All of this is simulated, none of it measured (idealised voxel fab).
process module | voxel wiring stack
cross-section cut | 300 nm wide | cells 5 nm
A cross-section is a grid of square cells, given in bands from the top down. A band is one or more rows of cells.
Each band's line starts with the height of the band's top and of its bottom, in nm. Then come its materials from left to right, each with its width in nm. One material with "throughout" fills the band from edge to edge. "air" is empty space.
Height 0 is the level under which the wafer as received is all one material. The lowest band goes on downwards, as in "0 down".
A width such as "30 to 40" changes by the same amount from each row of cells to the next, from the band's top row to its bottom row.
"no change" after a step means that no cell of the cross-section changed.
closed voids: empty space of 8 cells or more with no open way to the top, each as width x height at its distance from the left edge, in nm
after a step's settings: what the simulator itself notes on the step
overlay nm, on a step with a mask: how far to the right of its planned place the mask lay; to the left if negative
plan
1 op RECEIVE | material Si
2 op CONFORMAL_DEP | material SiO2 | thk nm 15
3 op DIRECTIONAL_DEP | material TiN | thk nm 5
4 op DIRECTIONAL_DEP | material W | thk nm 25
5 op DIRECTIONAL_DEP | material aC | thk nm 15
6 op PATTERN | tone cover | mask id METAL_1 | material resist | width nm 30 | pitch nm 50 | thk nm 35 | overlay nm -15
7 op DIRECTIONAL_ETCH | etch materials aC | depth nm 15
8 op STRIP | etch materials resist
9 op DIRECTIONAL_ETCH | etch materials W | depth nm 25
10 op DIRECTIONAL_ETCH | etch materials TiN | depth nm 5
11 op STRIP | etch materials aC
12 op CONFORMAL_DEP | material SiCN | thk nm 5
13 op FILL_DEP | material lowk | thk nm 10
14 op CMP | height nm 45
15 op CONFORMAL_DEP | material SiCN | thk nm 5
16 op DIRECTIONAL_DEP | material SiO2 | thk nm 15
17 op DIRECTIONAL_DEP | material aC | thk nm 10
18 op PATTERN | tone open | mask id PLUG_1 | material resist | width nm 15 | pitch nm 50 | thk nm 30 | overlay nm 0
19 op DIRECTIONAL_ETCH | etch materials aC | depth nm 10
20 op STRIP | etch materials resist
21 op DIRECTIONAL_ETCH | etch materials SiO2 | depth nm 15
22 op DIRECTIONAL_ETCH | etch materials SiCN | depth nm 5
23 op STRIP | etch materials aC
24 op EPI | material Ru | thk nm 10
25 op EPI | material Ru | thk nm 10
26 op DIRECTIONAL_DEP | material TiN | thk nm 5
27 op DIRECTIONAL_DEP | material Ru | thk nm 15
28 op PATTERN | tone cover | mask id METAL_2 | material resist | width nm 30 | pitch nm 50 | thk nm 15 | overlay nm 0
29 op DIRECTIONAL_ETCH | etch materials Ru | depth nm 15
30 op DIRECTIONAL_ETCH | etch materials TiN | depth nm 5
31 op STRIP | etch materials resist
32 op CONFORMAL_DEP | material SiN | thk nm 5
33 op FILL_DEP | material lowk | thk nm 10
34 op CMP | height nm 85
35 op CONFORMAL_DEP | material SiN | thk nm 5
varied across the wafers: overlay nm of step 6. The plan shows the first wafer's value. All wafers start alike
first wafer as received, after step 1
  0 down: Si throughout
  closed voids: none
first wafer at the end, after step 35
  90 to 85: SiN throughout
  85 to 70: lowk 80 | SiN 5 | Ru 30 | SiN 5 | lowk 10 | SiN 5 | Ru 30 | SiN 5 | lowk 10 | SiN 5 | Ru 30 | SiN 5 | lowk 80
  70 to 65: SiN 85 | TiN 30 | SiN 20 | TiN 30 | SiN 20 | TiN 30 | SiN 85
  65 to 50: SiO2 85 | Ru 15 | SiO2 35 | Ru 15 | SiO2 35 | Ru 15 | SiO2 100
  50 to 45: SiCN 85 | Ru 15 | SiCN 35 | Ru 15 | SiCN 35 | Ru 15 | SiCN 100
  45 to 20: lowk 65 | SiCN 5 | W 30 | SiCN 5 | lowk 10 | SiCN 5 | W 30 | SiCN 5 | lowk 10 | SiCN 5 | W 30 | SiCN 5 | lowk 95
  20 to 15: SiCN 70 | TiN 30 | SiCN 20 | TiN 30 | SiCN 20 | TiN 30 | SiCN 100
  15 to 0: SiO2 throughout
  0 down: Si throughout
  closed voids: none
last wafer at the end
  90 to 85: SiN throughout
  85 to 70: lowk 95 | SiN 5 | Ru 15 | SiN 5 | lowk 25 | SiN 5 | Ru 15 | SiN 5 | lowk 25 | SiN 5 | Ru 15 | SiN 5 | lowk 80
  70 to 65: SiN 100 | TiN 15 | SiN 35 | TiN 15 | SiN 35 | TiN 15 | SiN 85
  65 to 50: SiO2 85 | Ru 15 | SiO2 35 | Ru 15 | SiO2 35 | Ru 15 | SiO2 100
  50 to 45: SiCN 85 | TiN 15 | SiCN 35 | TiN 15 | SiCN 35 | TiN 15 | SiCN 100
  45 to 20: lowk 95 | SiCN 5 | W 30 | SiCN 5 | lowk 10 | SiCN 5 | W 30 | SiCN 5 | lowk 10 | SiCN 5 | W 30 | SiCN 5 | lowk 65
  20 to 15: SiCN 100 | TiN 30 | SiCN 20 | TiN 30 | SiCN 20 | TiN 30 | SiCN 70
  15 to 0: SiO2 throughout
  0 down: Si throughout
  closed voids: none
each wafer at the end: cells of each material gained (+) or lost (-) since it was received, then its closed voids
overlay nm -15 | +90 Ru | +123 SiCN | +120 SiN | +333 SiO2 | +36 TiN | +90 W | +288 lowk | closed voids: none
overlay nm -10 | +90 Ru | +123 SiCN | +120 SiN | +333 SiO2 | +36 TiN | +90 W | +288 lowk | closed voids: none
overlay nm -5 | +90 Ru | +123 SiCN | +120 SiN | +333 SiO2 | +36 TiN | +90 W | +288 lowk | closed voids: none
overlay nm 0 | +90 Ru | +123 SiCN | +120 SiN | +333 SiO2 | +36 TiN | +90 W | +288 lowk | closed voids: none
overlay nm 5 | +90 Ru | +123 SiCN | +120 SiN | +333 SiO2 | +36 TiN | +90 W | +288 lowk | closed voids: none
overlay nm 10 | +90 Ru | +123 SiCN | +120 SiN | +333 SiO2 | +36 TiN | +90 W | +288 lowk | closed voids: none
overlay nm 15 | +54 Ru | +123 SiCN | +129 SiN | +333 SiO2 | +36 TiN | +90 W | +315 lowk | closed voids: none
